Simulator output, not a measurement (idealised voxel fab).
process module | voxel wiring stack
It is cross-section cut that appears here, measuring 210 nm in width, its square cells being 5 nm in size.
For the purposes of this document, a cross-section shall be understood as a grid of square cells, specified as bands listed in top-to-bottom order, each band consisting of one or more rows of cells.
Within each band entry, the heights of the top and of the bottom of the band appear first, in that order and in nm; the materials of the band then follow from left to right, each with its corresponding width in nm. The designation "throughout" on a single material indicates that it fills the band from edge to edge; the designation "blank" indicates empty space.
The level at which height equals 0 is the one under which the wafer, as it arrives, is entirely one material. No lower edge exists for the bottom band, which continues downward and is notated as in "0 -> down".
A width such as "30 to 40" changes by the same amount from each row of cells to the next, from the band's top row to its bottom row.
"no change occurred" means the step left every cell of the cross-section as it was.
"Tabulated closed voids" contains a list of empty spaces, each no smaller than 8 cells and without an open way to the top, written in the form width x height at distance with the distance from the left edge and all three in nm.
On a step's line, text after the settings is the simulator commenting on that step.
Steps that use a mask can have "overlay nm" on their line. It says how far the mask sat to the right of where it was meant to be. Negative means to the left.

The planned process steps are enumerated hereunder
1: RECEIVE with material Si
2: CONFORMAL_DEP with material SiO2, thk nm 10
3: CONFORMAL_DEP with material SiN, thk nm 5
4: DIRECTIONAL_DEP with material SiO2, thk nm 25
5: DIRECTIONAL_DEP with material aC, thk nm 10
6: PATTERN with tone open, mask id METAL_1, material resist, width nm 25, pitch nm 50, thk nm 30, overlay nm 0
7: DIRECTIONAL_ETCH with etch materials aC, depth nm 10
8: STRIP with etch materials resist
9: DIRECTIONAL_ETCH with etch materials SiO2, depth nm 25
10: DIRECTIONAL_ETCH with etch materials SiN, depth nm 5
11: STRIP with etch materials aC
12: CONFORMAL_DEP with material TiN, thk nm 5
13: FILL_DEP with material Cu, thk nm 5
14: CMP with height nm 40
15: CONFORMAL_DEP with material SiCN, thk nm 5
16: DIRECTIONAL_DEP with material SiO2, thk nm 25
17: MASKED_ETCH with tone open, mask id METAL_2_HOLES, width nm 15, pitch nm 50, etch materials SiO2, depth nm 25, overlay nm 0
18: MASKED_ETCH with tone open, mask id METAL_2, width nm 25, pitch nm 50, etch materials SiO2, depth nm 15, overlay nm 0
19: MASKED_ETCH with tone open, mask id METAL_2, width nm 25, pitch nm 50, etch materials SiCN, depth nm 5, overlay nm 0
20: CONFORMAL_DEP with material TiN, thk nm 5
21: FILL_DEP with material Cu, thk nm 10
22: CMP with height nm 70
23: CONFORMAL_DEP with material SiCN, thk nm 5
24: DIRECTIONAL_DEP with material lowk, thk nm 35
25: PATTERN with tone open, mask id METAL_3, material resist, width nm 25, pitch nm 50, thk nm 15, overlay nm 0
26: DIRECTIONAL_ETCH with etch materials lowk, depth nm 20
27: STRIP with etch materials resist
28: DIRECTIONAL_DEP with material aC, thk nm 15
29: PATTERN with tone open, mask id METAL_3_HOLES, material resist, width nm 15, pitch nm 50, thk nm 35, overlay nm 0
30: DIRECTIONAL_ETCH with etch materials aC, depth nm 15
31: STRIP with etch materials resist
32: DIRECTIONAL_ETCH with etch materials lowk, depth nm 15
33: DIRECTIONAL_ETCH with etch materials SiCN, depth nm 5
34: STRIP with etch materials aC
35: CONFORMAL_DEP with material TiN, thk nm 5
36: FILL_DEP with material Cu, thk nm 5
37: CMP with height nm 110
38: CONFORMAL_DEP with material SiN, thk nm 5
For clarity, it should be stated that the wafers under discussion commence in an identical condition and differ with respect to the thk nm of step 3, the plan indicating the value that the first wafer had.

Incoming state of the first of several wafers in cross-section: after step 1
> 0 -> down: Si throughout
> Tabulated closed voids: none

Cross-section of the first of several wafers, taken after step 38, where the module ends
> 115 -> 110: SiN throughout
> 110 -> 95: 15 of lowk; 5 of TiN; 15 of Cu; 5 of TiN; 25 of lowk; 5 of TiN; 15 of Cu; 5 of TiN; 25 of lowk; 5 of TiN; 15 of Cu; 5 of TiN; 25 of lowk; 5 of TiN; 15 of Cu; 5 of TiN; 20 of lowk
> 95 -> 90: 15 of lowk; 5 of TiN; 5 of Cu; 15 of TiN; 25 of lowk; 5 of TiN; 5 of Cu; 15 of TiN; 25 of lowk; 5 of TiN; 5 of Cu; 15 of TiN; 25 of lowk; 5 of TiN; 5 of Cu; 15 of TiN; 20 of lowk
> 90 -> 75: 15 of lowk; 5 of TiN; 5 of Cu; 5 of TiN; 35 of lowk; 5 of TiN; 5 of Cu; 5 of TiN; 35 of lowk; 5 of TiN; 5 of Cu; 5 of TiN; 35 of lowk; 5 of TiN; 5 of Cu; 5 of TiN; 30 of lowk
> 75 -> 70: 15 of SiCN; 15 of TiN; 35 of SiCN; 15 of TiN; 35 of SiCN; 15 of TiN; 35 of SiCN; 15 of TiN; 30 of SiCN
> 70 -> 60: 15 of SiO2; 5 of TiN; 15 of Cu; 5 of TiN; 25 of SiO2; 5 of TiN; 15 of Cu; 5 of TiN; 25 of SiO2; 5 of TiN; 15 of Cu; 5 of TiN; 25 of SiO2; 5 of TiN; 15 of Cu; 5 of TiN; 20 of SiO2
> 60 -> 55: 15 of SiO2; 5 of TiN; 5 of Cu; 15 of TiN; 25 of SiO2; 5 of TiN; 5 of Cu; 15 of TiN; 25 of SiO2; 5 of TiN; 5 of Cu; 15 of TiN; 25 of SiO2; 5 of TiN; 5 of Cu; 15 of TiN; 20 of SiO2
> 55 -> 45: 15 of SiO2; 5 of TiN; 5 of Cu; 5 of TiN; 35 of SiO2; 5 of TiN; 5 of Cu; 5 of TiN; 35 of SiO2; 5 of TiN; 5 of Cu; 5 of TiN; 35 of SiO2; 5 of TiN; 5 of Cu; 5 of TiN; 30 of SiO2
> 45 -> 40: 15 of SiCN; 15 of TiN; 35 of SiCN; 15 of TiN; 35 of SiCN; 15 of TiN; 35 of SiCN; 15 of TiN; 30 of SiCN
> 40 -> 15: 15 of SiO2; 5 of TiN; 15 of Cu; 5 of TiN; 25 of SiO2; 5 of TiN; 15 of Cu; 5 of TiN; 25 of SiO2; 5 of TiN; 15 of Cu; 5 of TiN; 25 of SiO2; 5 of TiN; 15 of Cu; 5 of TiN; 20 of SiO2
> 15 -> 10: 15 of SiN; 25 of TiN; 25 of SiN; 25 of TiN; 25 of SiN; 25 of TiN; 25 of SiN; 25 of TiN; 20 of SiN
> 10 -> 0: SiO2 throughout
> 0 -> down: Si throughout
> Tabulated closed voids: none

The final wafer, sectioned at module end
> 115 -> 110: SiN throughout
> 110 -> 95: 15 of lowk; 5 of TiN; 15 of Cu; 5 of TiN; 25 of lowk; 5 of TiN; 15 of Cu; 5 of TiN; 25 of lowk; 5 of TiN; 15 of Cu; 5 of TiN; 25 of lowk; 5 of TiN; 15 of Cu; 5 of TiN; 20 of lowk
> 95 -> 90: 15 of lowk; 5 of TiN; 5 of Cu; 15 of TiN; 25 of lowk; 5 of TiN; 5 of Cu; 15 of TiN; 25 of lowk; 5 of TiN; 5 of Cu; 15 of TiN; 25 of lowk; 5 of TiN; 5 of Cu; 15 of TiN; 20 of lowk
> 90 -> 75: 15 of lowk; 5 of TiN; 5 of Cu; 5 of TiN; 35 of lowk; 5 of TiN; 5 of Cu; 5 of TiN; 35 of lowk; 5 of TiN; 5 of Cu; 5 of TiN; 35 of lowk; 5 of TiN; 5 of Cu; 5 of TiN; 30 of lowk
> 75 -> 70: 15 of SiCN; 15 of TiN; 35 of SiCN; 15 of TiN; 35 of SiCN; 15 of TiN; 35 of SiCN; 15 of TiN; 30 of SiCN
> 70 -> 60: 15 of SiO2; 5 of TiN; 15 of Cu; 5 of TiN; 25 of SiO2; 5 of TiN; 15 of Cu; 5 of TiN; 25 of SiO2; 5 of TiN; 15 of Cu; 5 of TiN; 25 of SiO2; 5 of TiN; 15 of Cu; 5 of TiN; 20 of SiO2
> 60 -> 55: 15 of SiO2; 5 of TiN; 5 of Cu; 15 of TiN; 25 of SiO2; 5 of TiN; 5 of Cu; 15 of TiN; 25 of SiO2; 5 of TiN; 5 of Cu; 15 of TiN; 25 of SiO2; 5 of TiN; 5 of Cu; 15 of TiN; 20 of SiO2
> 55 -> 45: 15 of SiO2; 5 of TiN; 5 of Cu; 5 of TiN; 35 of SiO2; 5 of TiN; 5 of Cu; 5 of TiN; 35 of SiO2; 5 of TiN; 5 of Cu; 5 of TiN; 35 of SiO2; 5 of TiN; 5 of Cu; 5 of TiN; 30 of SiO2
> 45 -> 40: 15 of SiCN; 15 of TiN; 35 of SiCN; 15 of TiN; 35 of SiCN; 15 of TiN; 35 of SiCN; 15 of TiN; 30 of SiCN
> 40 -> 30: 15 of SiO2; 5 of TiN; 15 of Cu; 5 of TiN; 25 of SiO2; 5 of TiN; 15 of Cu; 5 of TiN; 25 of SiO2; 5 of TiN; 15 of Cu; 5 of TiN; 25 of SiO2; 5 of TiN; 15 of Cu; 5 of TiN; 20 of SiO2
> 30 -> 25: 15 of SiN; 25 of TiN; 25 of SiN; 25 of TiN; 25 of SiN; 25 of TiN; 25 of SiN; 25 of TiN; 20 of SiN
> 25 -> 10: SiN throughout
> 10 -> 0: SiO2 throughout
> 0 -> down: Si throughout
> Tabulated closed voids: none

Per wafer (row), end of module: delta in cells per material since receipt, (+) for gained, (-) for lost; closed voids after that
thk nm 5; +148 Cu; +60 SiCN; +64 SiN; +320 SiO2; +196 TiN; +178 lowk; Tabulated closed voids: none
thk nm 10; +136 Cu; +60 SiCN; +106 SiN; +298 SiO2; +188 TiN; +178 lowk; Tabulated closed voids: none
thk nm 15; +124 Cu; +60 SiCN; +148 SiN; +276 SiO2; +180 TiN; +178 lowk; Tabulated closed voids: none
thk nm 20; +112 Cu; +60 SiCN; +190 SiN; +254 SiO2; +172 TiN; +178 lowk; Tabulated closed voids: none
